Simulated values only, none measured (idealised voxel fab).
process module | voxel wiring stack
cross-section cut | 295 nm wide | cells 5 nm
A cross-section is a grid of square cells, given in bands from the top down. A band is one or more rows of cells.
Each band's line starts with the height of the band's top and of its bottom, in nm. Then come its materials from left to right, each with its width in nm. One material with "throughout" fills the band from edge to edge. "air" is empty space.
Height 0 is the level under which the wafer as received is all one material. The lowest band goes on downwards, as in "0 down".
A width such as "30 to 40" changes by the same amount from each row of cells to the next, from the band's top row to its bottom row.
"no change" after a step means that no cell of the cross-section changed.
closed voids: empty space of 8 cells or more with no open way to the top, each as width x height at its distance from the left edge, in nm
after a step's settings: what the simulator itself notes on the step
overlay nm, on a step with a mask: how far to the right of its planned place the mask lay; to the left if negative
plan
1 op RECEIVE | material Si
2 op CONFORMAL_DEP | material SiO2 | thk nm 10
3 op DIRECTIONAL_DEP | material TiN | thk nm 5
4 op DIRECTIONAL_DEP | material Ru | thk nm 25
5 op MASKED_ETCH | tone cover | mask id METAL_1 | width nm 30 | pitch nm 55 | etch materials Ru | depth nm 25 | overlay nm 0
6 op MASKED_ETCH | tone cover | mask id METAL_1 | width nm 20 | pitch nm 55 | etch materials TiN | depth nm 5 | overlay nm 0
7 op FILL_DEP | material SiO2 | thk nm 10
8 op CMP | height nm 40
9 op CONFORMAL_DEP | material SiCN | thk nm 5
10 op DIRECTIONAL_DEP | material lowk | thk nm 20
11 op PATTERN | tone open | mask id PLUG_1 | material resist | width nm 15 | pitch nm 110 | thk nm 20 | overlay nm 0
12 op DIRECTIONAL_ETCH | etch materials lowk | depth nm 20
13 op DIRECTIONAL_ETCH | etch materials SiCN | depth nm 5
14 op STRIP | etch materials resist
15 op EPI | material Ru | thk nm 10
16 op EPI | material Ru | thk nm 10
17 op EPI | material Ru | thk nm 5
18 op DIRECTIONAL_DEP | material TiN | thk nm 5
19 op DIRECTIONAL_DEP | material W | thk nm 20
20 op DIRECTIONAL_DEP | material aC | thk nm 15
21 op PATTERN | tone cover | mask id METAL_2 | material resist | width nm 30 | pitch nm 55 | thk nm 35 | overlay nm 0
22 op DIRECTIONAL_ETCH | etch materials aC | depth nm 15
23 op STRIP | etch materials resist
24 op DIRECTIONAL_ETCH | etch materials W | depth nm 20
25 op DIRECTIONAL_ETCH | etch materials TiN | depth nm 5
26 op STRIP | etch materials aC
27 op FILL_DEP | material SiO2 | thk nm 5
28 op CMP | height nm 90
29 op CONFORMAL_DEP | material SiCN | thk nm 5
varied across the wafers: width nm of step 6. The plan shows the first wafer's value. All wafers start alike
first wafer as received, after step 1
  0 down: Si throughout
  closed voids: none
first wafer at the end, after step 29
  95 to 90: SiCN throughout
  90 to 70: SiO2 75 | W 30 | SiO2 25 | W 30 | SiO2 25 | W 30 | SiO2 80
  70 to 65: SiO2 75 | TiN 30 | SiO2 25 | TiN 30 | SiO2 25 | TiN 30 | SiO2 80
  65 to 45: lowk 75 | Ru 15 | lowk 95 | Ru 15 | lowk 95
  45 to 40: SiCN 75 | Ru 15 | SiCN 95 | Ru 15 | SiCN 95
  40 to 15: SiO2 75 | Ru 30 | SiO2 25 | Ru 30 | SiO2 25 | Ru 30 | SiO2 80
  15 to 10: SiO2 75 | TiN 30 | SiO2 25 | TiN 30 | SiO2 25 | TiN 30 | SiO2 80
  10 to 0: SiO2 throughout
  0 down: Si throughout
  closed voids: none
last wafer at the end
  95 to 90: SiCN throughout
  90 to 70: SiO2 75 | W 30 | SiO2 25 | W 30 | SiO2 25 | W 30 | SiO2 80
  70 to 65: SiO2 75 | TiN 30 | SiO2 25 | TiN 30 | SiO2 25 | TiN 30 | SiO2 80
  65 to 45: lowk 75 | Ru 15 | lowk 95 | Ru 15 | lowk 95
  45 to 40: SiCN 75 | Ru 15 | SiCN 95 | Ru 15 | SiCN 95
  40 to 15: SiO2 75 | Ru 30 | SiO2 25 | Ru 30 | SiO2 25 | Ru 30 | SiO2 80
  15 to 10: SiO2 70 | TiN 40 | SiO2 15 | TiN 40 | SiO2 15 | TiN 40 | SiO2 75
  10 to 0: SiO2 throughout
  0 down: Si throughout
  closed voids: none
each wafer at the end: cells of each material gained (+) or lost (-) since it was received, then its closed voids
width nm 20 | +120 Ru | +112 SiCN | +569 SiO2 | +36 TiN | +72 W | +212 lowk | closed voids: none
width nm 25 | +120 Ru | +112 SiCN | +569 SiO2 | +36 TiN | +72 W | +212 lowk | closed voids: none
width nm 30 | +120 Ru | +112 SiCN | +569 SiO2 | +36 TiN | +72 W | +212 lowk | closed voids: none
width nm 35 | +120 Ru | +112 SiCN | +566 SiO2 | +39 TiN | +72 W | +212 lowk | closed voids: none
width nm 40 | +120 Ru | +112 SiCN | +563 SiO2 | +42 TiN | +72 W | +212 lowk | closed voids: none
